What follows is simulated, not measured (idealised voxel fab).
voxel lift off: a process module
Pictured: cross-section cut, 285 nm wide, on a grid of 5 nm square cells.
Cross-section format: a grid of square cells, given as bands from top to bottom; each band is one or more rows of cells.
Each band's line starts with the height of the band's top and of its bottom, in nm. Then come its materials from left to right, each with its width in nm. One material with "throughout" fills the band from edge to edge. "blank" is empty space.
Basically, 0 is our baseline, since under it the wafer straight out of the box is all one material. The bottom band has no lower end and keeps on going down, so it looks like "0 down".
A two-number width, for instance "30..40", indicates that the width is equal to the first number in the top row of the band and to the second number in the bottom row, and that it changes by a constant amount per row of cells.
Basically "no change" means that step didn't change any cell in the cross-section.
The entry titled "Voids, fully enclosed" provides the empty spaces that have no open way to the top, restricted to those of 8 cells or more. Each is presented as width x height at distance, the distance being measured from the left edge, with all three in nm.
Where a step's line continues beyond its settings, the continuation is a remark by the simulator itself on that step.
"overlay nm" denotes, for a step that has a mask, the displacement of the mask to the right of its planned place, with negative values corresponding to the left.

HERE'S WHAT THE PLANNED PROCESS STEPS LOOK LIKE
- 1: RECEIVE: material Si
- 2: CONFORMAL_DEP: material SiO2, thk nm 15
- 3: PATTERN: tone open, mask id LINES, material resist, width nm 20, pitch nm 35, thk nm 30, overlay nm 0
- 4: DIRECTIONAL_DEP: material Ru, thk nm 15
- 5: STRIP: etch materials resist
- 6: CONFORMAL_DEP: material SiN, thk nm 10

AS RECEIVED, AFTER STEP 1
> 0 down | Si throughout
> Voids, fully enclosed: none

LOOKING AT THE FIRST OF TWO WAFERS IN CROSS-SECTION AT END OF MODULE - RAN TO PLAN
> 40 to 30 | 85 blank / 110 SiN / 90 blank
> 30 to 25 | 85 blank / 10 SiN / 20 Ru / 15 SiN / 20 Ru / 15 SiN / 20 Ru / 10 SiN / 90 blank
> 25 to 15 | 95 SiN / 20 Ru / 15 SiN / 20 Ru / 15 SiN / 20 Ru / 100 SiN
> 15 to 0 | SiO2 throughout
> 0 down | Si throughout
> Voids, fully enclosed: none

SECOND OF TWO WAFERS, MODULE COMPLETE, SECTIONED: IT SHARES THE FIRST WAFER'S START AND PLAN BUT WAS RUN WITH ONE MISTAKE
> 40 to 30 | 75 blank / 110 SiN / 100 blank
> 30 to 25 | 75 blank / 10 SiN / 20 Ru / 15 SiN / 20 Ru / 15 SiN / 20 Ru / 10 SiN / 100 blank
> 25 to 15 | 85 SiN / 20 Ru / 15 SiN / 20 Ru / 15 SiN / 20 Ru / 110 SiN
> 15 to 0 | SiO2 throughout
> 0 down | Si throughout
> Voids, fully enclosed: none
Heads up, the wafer didn't run the way we planned it: the process deviated at step 3: the operation and settings actually run there were PATTERN: tone open, mask id LINES, material resist, width nm 20, pitch nm 35, thk nm 30, overlay nm -10
at the end the second wafer has, in cells: as many of each material as the first, in other places
